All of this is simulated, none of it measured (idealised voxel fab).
process module | voxel wiring stack
Cross-section cut spans 260 nm and uses square cells 5 nm in size.
Format of a cross-section: grid, square cells. Given as bands. Order: top down. Band: one or more rows of cells. What a band's entry tells you: where the top is and where the bottom is, as heights in nm, and after that what lies inside, material by material from left to right, each with its width in nm. Empty space is written as the word "empty", and a single material marked with the word "everywhere" occupies the band from edge to edge. Ref level 0: as-received wafer is one material below here. Bottom band extends down with no lower bound ("z 0 and below"). It should be noted that a width expressed as "30->40" varies in equal increments from row to row of cells within the band, taking the value of the first number at the top row and that of the second number at the bottom row. "nothing altered" -> step changed no cross-section cell. Closed-off voids of 8+ cells (no open route to the top) go in "Trapped cavities", written width x height at distance from the left edge, in nm. Heads up: the bit after the settings on a step's line is the simulator's remark on that step. "overlay nm" answers the question of how far to the right of plan the mask lay on a step that has a mask, and when it is negative the answer is to the left.

The planned process steps are enumerated hereunder:
| 1 | RECEIVE,material Si |
| 2 | CONFORMAL_DEP,material SiO2,thk nm 10 |
| 3 | DIRECTIONAL_DEP,material TiN,thk nm 5 |
| 4 | DIRECTIONAL_DEP,material W,thk nm 25 |
| 5 | MASKED_ETCH,tone cover,mask id METAL_1,width nm 25,pitch nm 40,etch materials W,depth nm 25,overlay nm 0 |
| 6 | MASKED_ETCH,tone cover,mask id METAL_1,width nm 25,pitch nm 40,etch materials TiN,depth nm 5,overlay nm 0 |
| 7 | FILL_DEP,material lowk,thk nm 5 |
| 8 | CMP,height nm 40 |
| 9 | CONFORMAL_DEP,material SiCN,thk nm 5 |
| 10 | DIRECTIONAL_DEP,material SiO2,thk nm 10 |
| 11 | PATTERN,tone open,mask id PLUG_1,material resist,width nm 15,pitch nm 40,thk nm 15,overlay nm 0 |
| 12 | DIRECTIONAL_ETCH,etch materials SiO2,depth nm 10 |
| 13 | DIRECTIONAL_ETCH,etch materials SiCN,depth nm 5 |
| 14 | STRIP,etch materials resist |
| 15 | CONFORMAL_DEP,material TiN,thk nm 5 |
| 16 | FILL_DEP,material Ru,thk nm 10 |
| 17 | CMP,height nm 55 |
| 18 | DIRECTIONAL_DEP,material TiN,thk nm 5 |
| 19 | DIRECTIONAL_DEP,material Ru,thk nm 25 |
| 20 | DIRECTIONAL_DEP,material aC,thk nm 15 |
| 21 | PATTERN,tone cover,mask id METAL_2,material resist,width nm 25,pitch nm 40,thk nm 35,overlay nm 0 |
| 22 | DIRECTIONAL_ETCH,etch materials aC,depth nm 15 |
| 23 | STRIP,etch materials resist |
| 24 | DIRECTIONAL_ETCH,etch materials Ru,depth nm 25 |
| 25 | DIRECTIONAL_ETCH,etch materials TiN,depth nm 5 |
| 26 | STRIP,etch materials aC |
| 27 | CONFORMAL_DEP,material SiCN,thk nm 5 |
| 28 | FILL_DEP,material SiO2,thk nm 5 |
| 29 | CMP,height nm 85 |
| 30 | CONFORMAL_DEP,material SiCN,thk nm 5 |
| 31 | DIRECTIONAL_DEP,material lowk,thk nm 20 |
| 32 | PATTERN,tone open,mask id PLUG_2,material resist,width nm 15,pitch nm 80,thk nm 20,overlay nm 0 |
| 33 | DIRECTIONAL_ETCH,etch materials lowk,depth nm 20 |
| 34 | DIRECTIONAL_ETCH,etch materials SiCN,depth nm 5 |
| 35 | STRIP,etch materials resist |
| 36 | CONFORMAL_DEP,material TiN,thk nm 5 |
| 37 | FILL_DEP,material Ru,thk nm 5 |
| 38 | CMP,height nm 110 |
| 39 | CONFORMAL_DEP,material SiN,thk nm 5 |
| 40 | DIRECTIONAL_DEP,material SiO2,thk nm 15 |
| 41 | MASKED_ETCH,tone open,mask id METAL_3,width nm 25,pitch nm 40,etch materials SiO2,depth nm 15,overlay nm 0 |
| 42 | MASKED_ETCH,tone open,mask id METAL_3,width nm 25,pitch nm 40,etch materials SiN,depth nm 5,overlay nm 0 |
| 43 | CONFORMAL_DEP,material TiN,thk nm 5 |
| 44 | FILL_DEP,material Cu,thk nm 5 |
| 45 | CMP,height nm 130 |
| 46 | CONFORMAL_DEP,material SiCN,thk nm 5 |

Account of the first of two wafers, which was processed as intended:

Incoming wafer in cross-section (state: after step 1):
	z 0 and below  Si everywhere
	Trapped cavities: none

Upon completion of step 2, the wafer appears in cross-section as shown:
	z 10 to 0  SiO2 everywhere
	Nothing below the height 0 has changed.

Upon completion of step 3, the wafer appears in cross-section as shown:
	z 15 to 10  TiN everywhere
	Nothing below the height 10 has changed.

Upon completion of step 4, the wafer appears in cross-section as shown:
	z 40 to 15  W everywhere
	Nothing below the height 15 has changed.

Upon completion of step 5, the wafer appears in cross-section as shown:
	z 40 to 15  55 empty  25 W  15 empty  25 W  15 empty  25 W  15 empty  25 W  60 empty
	Nothing below the height 15 has changed.

Upon completion of step 6, the wafer appears in cross-section as shown:
	z 40 to 15  55 empty  25 W  15 empty  25 W  15 empty  25 W  15 empty  25 W  60 empty
	z 15 to 10  55 empty  25 TiN  15 empty  25 TiN  15 empty  25 TiN  15 empty  25 TiN  60 empty
	Nothing below the height 10 has changed.

Upon completion of step 7, the wafer appears in cross-section as shown:
	z 45 to 40  lowk everywhere
	z 40 to 15  55 lowk  25 W  15 lowk  25 W  15 lowk  25 W  15 lowk  25 W  60 lowk
	z 15 to 10  55 lowk  25 TiN  15 lowk  25 TiN  15 lowk  25 TiN  15 lowk  25 TiN  60 lowk
	Nothing below the height 10 has changed.

Upon completion of step 8, the wafer appears in cross-section as shown:
	z 40 to 15  55 lowk  25 W  15 lowk  25 W  15 lowk  25 W  15 lowk  25 W  60 lowk
	Nothing below the height 15 has changed.

Upon completion of step 9, the wafer appears in cross-section as shown:
	z 45 to 40  SiCN everywhere
	Nothing below the height 40 has changed.

Upon completion of step 10, the wafer appears in cross-section as shown:
	z 55 to 45  SiO2 everywhere
	Nothing below the height 45 has changed.

Upon completion of step 11, the wafer appears in cross-section as shown:
	z 70 to 55  55 resist  15 empty  25 resist  15 empty  25 resist  15 empty  25 resist  15 empty  70 resist
	Nothing below the height 55 has changed.

Upon completion of step 12, the wafer appears in cross-section as shown:
	z 70 to 55  55 resist  15 empty  25 resist  15 empty  25 resist  15 empty  25 resist  15 empty  70 resist
	z 55 to 45  55 SiO2  15 empty  25 SiO2  15 empty  25 SiO2  15 empty  25 SiO2  15 empty  70 SiO2
	Nothing below the height 45 has changed.

Upon completion of step 13, the wafer appears in cross-section as shown:
	z 70 to 55  55 resist  15 empty  25 resist  15 empty  25 resist  15 empty  25 resist  15 empty  70 resist
	z 55 to 45  55 SiO2  15 empty  25 SiO2  15 empty  25 SiO2  15 empty  25 SiO2  15 empty  70 SiO2
	z 45 to 40  55 SiCN  15 empty  25 SiCN  15 empty  25 SiCN  15 empty  25 SiCN  15 empty  70 SiCN
	Nothing below the height 40 has changed.

Upon completion of step 14, the wafer appears in cross-section as shown:
	z 55 to 45  55 SiO2  15 empty  25 SiO2  15 empty  25 SiO2  15 empty  25 SiO2  15 empty  70 SiO2
	Nothing below the height 45 has changed.

Upon completion of step 15, the wafer appears in cross-section as shown:
	z 60 to 55  60 TiN  5 empty  35 TiN  5 empty  35 TiN  5 empty  35 TiN  5 empty  75 TiN
	z 55 to 45  55 SiO2  5 TiN  5 empty  5 TiN  25 SiO2  5 TiN  5 empty  5 TiN  25 SiO2  5 TiN  5 empty  5 TiN  25 SiO2  5 TiN  5 empty  5 TiN  70 SiO2
	z 45 to 40  55 SiCN  15 TiN  25 SiCN  15 TiN  25 SiCN  15 TiN  25 SiCN  15 TiN  70 SiCN
	Nothing below the height 40 has changed.

Upon completion of step 16, the wafer appears in cross-section as shown:
	z 70 to 60  Ru everywhere
	z 60 to 55  60 TiN  5 Ru  35 TiN  5 Ru  35 TiN  5 Ru  35 TiN  5 Ru  75 TiN
	z 55 to 45  55 SiO2  5 TiN  5 Ru  5 TiN  25 SiO2  5 TiN  5 Ru  5 TiN  25 SiO2  5 TiN  5 Ru  5 TiN  25 SiO2  5 TiN  5 Ru  5 TiN  70 SiO2
	Nothing below the height 45 has changed.

Upon completion of step 17, the wafer appears in cross-section as shown:
	z 55 to 45  55 SiO2  5 TiN  5 Ru  5 TiN  25 SiO2  5 TiN  5 Ru  5 TiN  25 SiO2  5 TiN  5 Ru  5 TiN  25 SiO2  5 TiN  5 Ru  5 TiN  70 SiO2
	Nothing below the height 45 has changed.

Upon completion of step 18, the wafer appears in cross-section as shown:
	z 60 to 55  TiN everywhere
	Nothing below the height 55 has changed.

Upon completion of step 19, the wafer appears in cross-section as shown:
	z 85 to 60  Ru everywhere
	Nothing below the height 60 has changed.

Upon completion of step 20, the wafer appears in cross-section as shown:
	z 100 to 85  aC everywhere
	Nothing below the height 85 has changed.

Upon completion of step 21, the wafer appears in cross-section as shown:
	z 135 to 100  55 empty  25 resist  15 empty  25 resist  15 empty  25 resist  15 empty  25 resist  60 empty
	Nothing below the height 100 has changed.

Upon completion of step 22, the wafer appears in cross-section as shown:
	z 120 to 100  55 empty  25 resist  15 empty  25 resist  15 empty  25 resist  15 empty  25 resist  60 empty
	z 100 to 85  55 empty  25 aC  15 empty  25 aC  15 empty  25 aC  15 empty  25 aC  60 empty
	Nothing below the height 85 has changed.

Upon completion of step 23, the wafer appears in cross-section as shown:
	z 100 to 85  55 empty  25 aC  15 empty  25 aC  15 empty  25 aC  15 empty  25 aC  60 empty
	Nothing below the height 85 has changed.

Upon completion of step 24, the wafer appears in cross-section as shown:
	z 100 to 85  55 empty  25 aC  15 empty  25 aC  15 empty  25 aC  15 empty  25 aC  60 empty
	z 85 to 60  55 empty  25 Ru  15 empty  25 Ru  15 empty  25 Ru  15 empty  25 Ru  60 empty
	Nothing below the height 60 has changed.

Upon completion of step 25, the wafer appears in cross-section as shown:
	z 100 to 85  55 empty  25 aC  15 empty  25 aC  15 empty  25 aC  15 empty  25 aC  60 empty
	z 85 to 60  55 empty  25 Ru  15 empty  25 Ru  15 empty  25 Ru  15 empty  25 Ru  60 empty
	z 60 to 55  55 empty  25 TiN  15 empty  25 TiN  15 empty  25 TiN  15 empty  25 TiN  60 empty
	Nothing below the height 55 has changed.

Upon completion of step 26, the wafer appears in cross-section as shown:
	z 85 to 60  55 empty  25 Ru  15 empty  25 Ru  15 empty  25 Ru  15 empty  25 Ru  60 empty
	Nothing below the height 60 has changed.

Upon completion of step 27, the wafer appears in cross-section as shown:
	z 90 to 85  50 empty  35 SiCN  5 empty  35 SiCN  5 empty  35 SiCN  5 empty  35 SiCN  55 empty
	z 85 to 60  50 empty  5 SiCN  25 Ru  5 SiCN  5 empty  5 SiCN  25 Ru  5 SiCN  5 empty  5 SiCN  25 Ru  5 SiCN  5 empty  5 SiCN  25 Ru  5 SiCN  55 empty
	z 60 to 55  55 SiCN  25 TiN  15 SiCN  25 TiN  15 SiCN  25 TiN  15 SiCN  25 TiN  60 SiCN
	Nothing below the height 55 has changed.

Upon completion of step 28, the wafer appears in cross-section as shown:
	z 95 to 90  SiO2 everywhere
	z 90 to 85  50 SiO2  35 SiCN  5 SiO2  35 SiCN  5 SiO2  35 SiCN  5 SiO2  35 SiCN  55 SiO2
	z 85 to 60  50 SiO2  5 SiCN  25 Ru  5 SiCN  5 SiO2  5 SiCN  25 Ru  5 SiCN  5 SiO2  5 SiCN  25 Ru  5 SiCN  5 SiO2  5 SiCN  25 Ru  5 SiCN  55 SiO2
	Nothing below the height 60 has changed.

Upon completion of step 29, the wafer appears in cross-section as shown:
	z 85 to 60  50 SiO2  5 SiCN  25 Ru  5 SiCN  5 SiO2  5 SiCN  25 Ru  5 SiCN  5 SiO2  5 SiCN  25 Ru  5 SiCN  5 SiO2  5 SiCN  25 Ru  5 SiCN  55 SiO2
	Nothing below the height 60 has changed.

Upon completion of step 30, the wafer appears in cross-section as shown:
	z 90 to 85  SiCN everywhere
	Nothing below the height 85 has changed.

Upon completion of step 31, the wafer appears in cross-section as shown:
	z 110 to 90  lowk everywhere
	Nothing below the height 90 has changed.

Upon completion of step 32, the wafer appears in cross-section as shown:
	z 130 to 110  55 resist  15 empty  65 resist  15 empty  110 resist
	Nothing below the height 110 has changed.

Upon completion of step 33, the wafer appears in cross-section as shown:
	z 130 to 110  55 resist  15 empty  65 resist  15 empty  110 resist
	z 110 to 90  55 lowk  15 empty  65 lowk  15 empty  110 lowk
	Nothing below the height 90 has changed.

Upon completion of step 34, the wafer appears in cross-section as shown:
	z 130 to 110  55 resist  15 empty  65 resist  15 empty  110 resist
	z 110 to 90  55 lowk  15 empty  65 lowk  15 empty  110 lowk
	z 90 to 85  55 SiCN  15 empty  65 SiCN  15 empty  110 SiCN
	Nothing below the height 85 has changed.

Upon completion of step 35, the wafer appears in cross-section as shown:
	z 110 to 90  55 lowk  15 empty  65 lowk  15 empty  110 lowk
	Nothing below the height 90 has changed.

Upon completion of step 36, the wafer appears in cross-section as shown:
	z 115 to 110  60 TiN  5 empty  75 TiN  5 empty  115 TiN
	z 110 to 90  55 lowk  5 TiN  5 empty  5 TiN  65 lowk  5 TiN  5 empty  5 TiN  110 lowk
	z 90 to 85  55 SiCN  15 TiN  65 SiCN  15 TiN  110 SiCN
	Nothing below the height 85 has changed.

Upon completion of step 37, the wafer appears in cross-section as shown:
	z 120 to 115  Ru everywhere
	z 115 to 110  60 TiN  5 Ru  75 TiN  5 Ru  115 TiN
	z 110 to 90  55 lowk  5 TiN  5 Ru  5 TiN  65 lowk  5 TiN  5 Ru  5 TiN  110 lowk
	Nothing below the height 90 has changed.

Upon completion of step 38, the wafer appears in cross-section as shown:
	z 110 to 90  55 lowk  5 TiN  5 Ru  5 TiN  65 lowk  5 TiN  5 Ru  5 TiN  110 lowk
	Nothing below the height 90 has changed.

Upon completion of step 39, the wafer appears in cross-section as shown:
	z 115 to 110  SiN everywhere
	Nothing below the height 110 has changed.

Upon completion of step 40, the wafer appears in cross-section as shown:
	z 130 to 115  SiO2 everywhere
	Nothing below the height 115 has changed.

Upon completion of step 41, the wafer appears in cross-section as shown:
	z 130 to 115  55 SiO2  25 empty  15 SiO2  25 empty  15 SiO2  25 empty  15 SiO2  25 empty  60 SiO2
	Nothing below the height 115 has changed.

Upon completion of step 42, the wafer appears in cross-section as shown:
	z 130 to 115  55 SiO2  25 empty  15 SiO2  25 empty  15 SiO2  25 empty  15 SiO2  25 empty  60 SiO2
	z 115 to 110  55 SiN  25 empty  15 SiN  25 empty  15 SiN  25 empty  15 SiN  25 empty  60 SiN
	Nothing below the height 110 has changed.

Upon completion of step 43, the wafer appears in cross-section as shown:
	z 135 to 130  60 TiN  15 empty  25 TiN  15 empty  25 TiN  15 empty  25 TiN  15 empty  65 TiN
	z 130 to 115  55 SiO2  5 TiN  15 empty  5 TiN  15 SiO2  5 TiN  15 empty  5 TiN  15 SiO2  5 TiN  15 empty  5 TiN  15 SiO2  5 TiN  15 empty  5 TiN  60 SiO2
	z 115 to 110  55 SiN  25 TiN  15 SiN  25 TiN  15 SiN  25 TiN  15 SiN  25 TiN  60 SiN
	Nothing below the height 110 has changed.

Upon completion of step 44, the wafer appears in cross-section as shown:
	z 140 to 135  Cu everywhere
	z 135 to 130  60 TiN  15 Cu  25 TiN  15 Cu  25 TiN  15 Cu  25 TiN  15 Cu  65 TiN
	z 130 to 115  55 SiO2  5 TiN  15 Cu  5 TiN  15 SiO2  5 TiN  15 Cu  5 TiN  15 SiO2  5 TiN  15 Cu  5 TiN  15 SiO2  5 TiN  15 Cu  5 TiN  60 SiO2
	Nothing below the height 115 has changed.

Upon completion of step 45, the wafer appears in cross-section as shown:
	z 130 to 115  55 SiO2  5 TiN  15 Cu  5 TiN  15 SiO2  5 TiN  15 Cu  5 TiN  15 SiO2  5 TiN  15 Cu  5 TiN  15 SiO2  5 TiN  15 Cu  5 TiN  60 SiO2
	Nothing below the height 115 has changed.

Upon completion of step 46, the wafer appears in cross-section as shown:
	z 135 to 130  SiCN everywhere
	Nothing below the height 130 has changed.

The second wafer was prepared from the same starting point and under the same plan as the first; its processing contained one mistake, and it remains indistinguishable from the first wafer up to and including step 2:

Cross-section of the second wafer when, according to plan, step 3 should have finished:
	z 35 to 10  W everywhere
	Nothing below the height 10 has changed.

Cross-section of the second wafer when, according to plan, step 4 should have finished:
	z 40 to 35  TiN everywhere
	Nothing below the height 35 has changed.

Cross-section of the second wafer when, according to plan, step 5 should have finished: nothing altered

Cross-section of the second wafer when, according to plan, step 6 should have finished:
	z 40 to 35  55 empty  25 TiN  15 empty  25 TiN  15 empty  25 TiN  15 empty  25 TiN  60 empty
	Nothing below the height 35 has changed.

Cross-section of the second wafer when, according to plan, step 7 should have finished:
	z 45 to 40  lowk everywhere
	z 40 to 35  55 lowk  25 TiN  15 lowk  25 TiN  15 lowk  25 TiN  15 lowk  25 TiN  60 lowk
	Nothing below the height 35 has changed.

Cross-section of the second wafer when, according to plan, step 8 should have finished:
	z 40 to 35  55 lowk  25 TiN  15 lowk  25 TiN  15 lowk  25 TiN  15 lowk  25 TiN  60 lowk
	Nothing below the height 35 has changed.

Cross-section of the second wafer when, according to plan, step 9 should have finished:
	z 45 to 40  SiCN everywhere
	Nothing below the height 40 has changed.

Cross-section of the second wafer when, according to plan, step 10 should have finished:
	z 55 to 45  SiO2 everywhere
	Nothing below the height 45 has changed.

Cross-section of the second wafer when, according to plan, step 11 should have finished:
	z 70 to 55  55 resist  15 empty  25 resist  15 empty  25 resist  15 empty  25 resist  15 empty  70 resist
	Nothing below the height 55 has changed.

Cross-section of the second wafer when, according to plan, step 12 should have finished:
	z 70 to 55  55 resist  15 empty  25 resist  15 empty  25 resist  15 empty  25 resist  15 empty  70 resist
	z 55 to 45  55 SiO2  15 empty  25 SiO2  15 empty  25 SiO2  15 empty  25 SiO2  15 empty  70 SiO2
	Nothing below the height 45 has changed.

Cross-section of the second wafer when, according to plan, step 13 should have finished:
	z 70 to 55  55 resist  15 empty  25 resist  15 empty  25 resist  15 empty  25 resist  15 empty  70 resist
	z 55 to 45  55 SiO2  15 empty  25 SiO2  15 empty  25 SiO2  15 empty  25 SiO2  15 empty  70 SiO2
	z 45 to 40  55 SiCN  15 empty  25 SiCN  15 empty  25 SiCN  15 empty  25 SiCN  15 empty  70 SiCN
	Nothing below the height 40 has changed.

Cross-section of the second wafer when, according to plan, step 14 should have finished:
	z 55 to 45  55 SiO2  15 empty  25 SiO2  15 empty  25 SiO2  15 empty  25 SiO2  15 empty  70 SiO2
	Nothing below the height 45 has changed.

Cross-section of the second wafer when, according to plan, step 15 should have finished:
	z 60 to 55  60 TiN  5 empty  35 TiN  5 empty  35 TiN  5 empty  35 TiN  5 empty  75 TiN
	z 55 to 45  55 SiO2  5 TiN  5 empty  5 TiN  25 SiO2  5 TiN  5 empty  5 TiN  25 SiO2  5 TiN  5 empty  5 TiN  25 SiO2  5 TiN  5 empty  5 TiN  70 SiO2
	z 45 to 40  55 SiCN  15 TiN  25 SiCN  15 TiN  25 SiCN  15 TiN  25 SiCN  15 TiN  70 SiCN
	Nothing below the height 40 has changed.

Cross-section of the second wafer when, according to plan, step 16 should have finished:
	z 70 to 60  Ru everywhere
	z 60 to 55  60 TiN  5 Ru  35 TiN  5 Ru  35 TiN  5 Ru  35 TiN  5 Ru  75 TiN
	z 55 to 45  55 SiO2  5 TiN  5 Ru  5 TiN  25 SiO2  5 TiN  5 Ru  5 TiN  25 SiO2  5 TiN  5 Ru  5 TiN  25 SiO2  5 TiN  5 Ru  5 TiN  70 SiO2
	Nothing below the height 45 has changed.

Cross-section of the second wafer when, according to plan, step 17 should have finished:
	z 55 to 45  55 SiO2  5 TiN  5 Ru  5 TiN  25 SiO2  5 TiN  5 Ru  5 TiN  25 SiO2  5 TiN  5 Ru  5 TiN  25 SiO2  5 TiN  5 Ru  5 TiN  70 SiO2
	Nothing below the height 45 has changed.

Cross-section of the second wafer when, according to plan, step 18 should have finished:
	z 60 to 55  TiN everywhere
	Nothing below the height 55 has changed.

Cross-section of the second wafer when, according to plan, step 19 should have finished:
	z 85 to 60  Ru everywhere
	Nothing below the height 60 has changed.

Cross-section of the second wafer when, according to plan, step 20 should have finished:
	z 100 to 85  aC everywhere
	Nothing below the height 85 has changed.

Cross-section of the second wafer when, according to plan, step 21 should have finished:
	z 135 to 100  55 empty  25 resist  15 empty  25 resist  15 empty  25 resist  15 empty  25 resist  60 empty
	Nothing below the height 100 has changed.

Cross-section of the second wafer when, according to plan, step 22 should have finished:
	z 120 to 100  55 empty  25 resist  15 empty  25 resist  15 empty  25 resist  15 empty  25 resist  60 empty
	z 100 to 85  55 empty  25 aC  15 empty  25 aC  15 empty  25 aC  15 empty  25 aC  60 empty
	Nothing below the height 85 has changed.

Cross-section of the second wafer when, according to plan, step 23 should have finished:
	z 100 to 85  55 empty  25 aC  15 empty  25 aC  15 empty  25 aC  15 empty  25 aC  60 empty
	Nothing below the height 85 has changed.

Cross-section of the second wafer when, according to plan, step 24 should have finished:
	z 100 to 85  55 empty  25 aC  15 empty  25 aC  15 empty  25 aC  15 empty  25 aC  60 empty
	z 85 to 60  55 empty  25 Ru  15 empty  25 Ru  15 empty  25 Ru  15 empty  25 Ru  60 empty
	Nothing below the height 60 has changed.

Cross-section of the second wafer when, according to plan, step 25 should have finished:
	z 100 to 85  55 empty  25 aC  15 empty  25 aC  15 empty  25 aC  15 empty  25 aC  60 empty
	z 85 to 60  55 empty  25 Ru  15 empty  25 Ru  15 empty  25 Ru  15 empty  25 Ru  60 empty
	z 60 to 55  55 empty  25 TiN  15 empty  25 TiN  15 empty  25 TiN  15 empty  25 TiN  60 empty
	Nothing below the height 55 has changed.

Cross-section of the second wafer when, according to plan, step 26 should have finished:
	z 85 to 60  55 empty  25 Ru  15 empty  25 Ru  15 empty  25 Ru  15 empty  25 Ru  60 empty
	Nothing below the height 60 has changed.

Cross-section of the second wafer when, according to plan, step 27 should have finished:
	z 90 to 85  50 empty  35 SiCN  5 empty  35 SiCN  5 empty  35 SiCN  5 empty  35 SiCN  55 empty
	z 85 to 60  50 empty  5 SiCN  25 Ru  5 SiCN  5 empty  5 SiCN  25 Ru  5 SiCN  5 empty  5 SiCN  25 Ru  5 SiCN  5 empty  5 SiCN  25 Ru  5 SiCN  55 empty
	z 60 to 55  55 SiCN  25 TiN  15 SiCN  25 TiN  15 SiCN  25 TiN  15 SiCN  25 TiN  60 SiCN
	Nothing below the height 55 has changed.

Cross-section of the second wafer when, according to plan, step 28 should have finished:
	z 95 to 90  SiO2 everywhere
	z 90 to 85  50 SiO2  35 SiCN  5 SiO2  35 SiCN  5 SiO2  35 SiCN  5 SiO2  35 SiCN  55 SiO2
	z 85 to 60  50 SiO2  5 SiCN  25 Ru  5 SiCN  5 SiO2  5 SiCN  25 Ru  5 SiCN  5 SiO2  5 SiCN  25 Ru  5 SiCN  5 SiO2  5 SiCN  25 Ru  5 SiCN  55 SiO2
	Nothing below the height 60 has changed.

Cross-section of the second wafer when, according to plan, step 29 should have finished:
	z 85 to 60  50 SiO2  5 SiCN  25 Ru  5 SiCN  5 SiO2  5 SiCN  25 Ru  5 SiCN  5 SiO2  5 SiCN  25 Ru  5 SiCN  5 SiO2  5 SiCN  25 Ru  5 SiCN  55 SiO2
	Nothing below the height 60 has changed.

Cross-section of the second wafer when, according to plan, step 30 should have finished:
	z 90 to 85  SiCN everywhere
	Nothing below the height 85 has changed.

Cross-section of the second wafer when, according to plan, step 31 should have finished:
	z 110 to 90  lowk everywhere
	Nothing below the height 90 has changed.

Cross-section of the second wafer when, according to plan, step 32 should have finished:
	z 130 to 110  55 resist  15 empty  65 resist  15 empty  110 resist
	Nothing below the height 110 has changed.

Cross-section of the second wafer when, according to plan, step 33 should have finished:
	z 130 to 110  55 resist  15 empty  65 resist  15 empty  110 resist
	z 110 to 90  55 lowk  15 empty  65 lowk  15 empty  110 lowk
	Nothing below the height 90 has changed.

Cross-section of the second wafer when, according to plan, step 34 should have finished:
	z 130 to 110  55 resist  15 empty  65 resist  15 empty  110 resist
	z 110 to 90  55 lowk  15 empty  65 lowk  15 empty  110 lowk
	z 90 to 85  55 SiCN  15 empty  65 SiCN  15 empty  110 SiCN
	Nothing below the height 85 has changed.

Cross-section of the second wafer when, according to plan, step 35 should have finished:
	z 110 to 90  55 lowk  15 empty  65 lowk  15 empty  110 lowk
	Nothing below the height 90 has changed.

Cross-section of the second wafer when, according to plan, step 36 should have finished:
	z 115 to 110  60 TiN  5 empty  75 TiN  5 empty  115 TiN
	z 110 to 90  55 lowk  5 TiN  5 empty  5 TiN  65 lowk  5 TiN  5 empty  5 TiN  110 lowk
	z 90 to 85  55 SiCN  15 TiN  65 SiCN  15 TiN  110 SiCN
	Nothing below the height 85 has changed.

Cross-section of the second wafer when, according to plan, step 37 should have finished:
	z 120 to 115  Ru everywhere
	z 115 to 110  60 TiN  5 Ru  75 TiN  5 Ru  115 TiN
	z 110 to 90  55 lowk  5 TiN  5 Ru  5 TiN  65 lowk  5 TiN  5 Ru  5 TiN  110 lowk
	Nothing below the height 90 has changed.

Cross-section of the second wafer when, according to plan, step 38 should have finished:
	z 110 to 90  55 lowk  5 TiN  5 Ru  5 TiN  65 lowk  5 TiN  5 Ru  5 TiN  110 lowk
	Nothing below the height 90 has changed.

Cross-section of the second wafer when, according to plan, step 39 should have finished:
	z 115 to 110  SiN everywhere
	Nothing below the height 110 has changed.

Cross-section of the second wafer when, according to plan, step 40 should have finished:
	z 130 to 115  SiO2 everywhere
	Nothing below the height 115 has changed.

Cross-section of the second wafer when, according to plan, step 41 should have finished:
	z 130 to 115  55 SiO2  25 empty  15 SiO2  25 empty  15 SiO2  25 empty  15 SiO2  25 empty  60 SiO2
	Nothing below the height 115 has changed.

Cross-section of the second wafer when, according to plan, step 42 should have finished:
	z 130 to 115  55 SiO2  25 empty  15 SiO2  25 empty  15 SiO2  25 empty  15 SiO2  25 empty  60 SiO2
	z 115 to 110  55 SiN  25 empty  15 SiN  25 empty  15 SiN  25 empty  15 SiN  25 empty  60 SiN
	Nothing below the height 110 has changed.

Cross-section of the second wafer when, according to plan, step 43 should have finished:
	z 135 to 130  60 TiN  15 empty  25 TiN  15 empty  25 TiN  15 empty  25 TiN  15 empty  65 TiN
	z 130 to 115  55 SiO2  5 TiN  15 empty  5 TiN  15 SiO2  5 TiN  15 empty  5 TiN  15 SiO2  5 TiN  15 empty  5 TiN  15 SiO2  5 TiN  15 empty  5 TiN  60 SiO2
	z 115 to 110  55 SiN  25 TiN  15 SiN  25 TiN  15 SiN  25 TiN  15 SiN  25 TiN  60 SiN
	Nothing below the height 110 has changed.

Cross-section of the second wafer when, according to plan, step 44 should have finished:
	z 140 to 135  Cu everywhere
	z 135 to 130  60 TiN  15 Cu  25 TiN  15 Cu  25 TiN  15 Cu  25 TiN  15 Cu  65 TiN
	z 130 to 115  55 SiO2  5 TiN  15 Cu  5 TiN  15 SiO2  5 TiN  15 Cu  5 TiN  15 SiO2  5 TiN  15 Cu  5 TiN  15 SiO2  5 TiN  15 Cu  5 TiN  60 SiO2
	Nothing below the height 115 has changed.

Cross-section of the second wafer when, according to plan, step 45 should have finished:
	z 130 to 115  55 SiO2  5 TiN  15 Cu  5 TiN  15 SiO2  5 TiN  15 Cu  5 TiN  15 SiO2  5 TiN  15 Cu  5 TiN  15 SiO2  5 TiN  15 Cu  5 TiN  60 SiO2
	Nothing below the height 115 has changed.

Cross-section of the second wafer when, according to plan, step 46 should have finished:
	z 135 to 130  SiCN everywhere
	Nothing below the height 130 has changed.
Where did the run depart from the plan? steps 3 and 4 swapped
Upon completion, the second wafer contains, in terms of cells, a greater or smaller amount of certain materials than the first wafer: W: 160 more, lowk: 160 fewer
